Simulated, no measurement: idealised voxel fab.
Title: Process Module voxel spacer lines
The width of the displayed cross-section, cut, is 210 nm; its cells are square, with a size of 5 nm.
A cross-section is a grid of square cells, given in bands from the top down. A band is one or more rows of cells.
For a band, the entry starts with two heights in nm, that of the top and then that of the bottom, and carries on with the band's materials in order from left to right, each alongside its width in nm; the word "all across" beside a single material means it fills the band edge to edge, and "empty" means empty space.
Ref level 0: as-received wafer is one material below here. Bottom band extends down with no lower bound ("0 nm and below").
The expression "30..40" gives the width at the extremes of the band, the first number at its top row of cells and the second at its bottom row, with the width changing by equal amounts from each row to the next in between.
When a step is marked "nothing got changed", none of the cells in the cross-section changed during that step.
"Closed cavity list" specifies each empty space that is not open to the top and that occupies no fewer than 8 cells, using the form width x height at distance, the distance measured from the left edge and all three quantities in nm.
Note: text after step settings on the step line = simulator remark on that step.
"overlay nm" answers the question of how far to the right of plan the mask lay on a step that has a mask, and when it is negative the answer is to the left.

## Process steps foreseen in the plan
step 1: RECEIVE, material Si
step 2: CONFORMAL_DEP, material Al2O3, thk nm 10
step 3: DIRECTIONAL_DEP, material W, thk nm 15
step 4: DIRECTIONAL_DEP, material aC, thk nm 30
step 5: PATTERN, tone cover, mask id MANDREL, material resist, width nm 20, pitch nm 70, thk nm 35, overlay nm 0
step 6: DIRECTIONAL_ETCH, etch materials aC, depth nm 30
step 7: STRIP, etch materials resist
step 8: CONFORMAL_DEP, material SiO2, thk nm 15
step 9: DIRECTIONAL_ETCH, etch materials SiO2, depth nm 15
step 10: STRIP, etch materials aC
step 11: DIRECTIONAL_ETCH, etch materials W, depth nm 15
step 12: STRIP, etch materials SiO2
step 13: FILL_DEP, material lowk, thk nm 10
step 14: CMP, height nm 25

## As-received state of the wafer in cross-section, equivalent to post-step 1
> 0 nm and below  Si all across
> Closed cavity list: none

## Figure: cross-sectional view of the wafer upon completion of the module, processed from the initial state and according to the plan depicted above, with one error introduced during execution
> 25 nm to 15 nm  lowk all across
> 15 nm to 0 nm  lowk: 45  W: 15  lowk: 20  W: 15  lowk: 20  W: 15  lowk: 20  W: 15  lowk: 45
> 0 nm and below  Si all across
> Closed cavity list: none
Where did the run depart from the plan? plan step 2 never ran because it was skipped
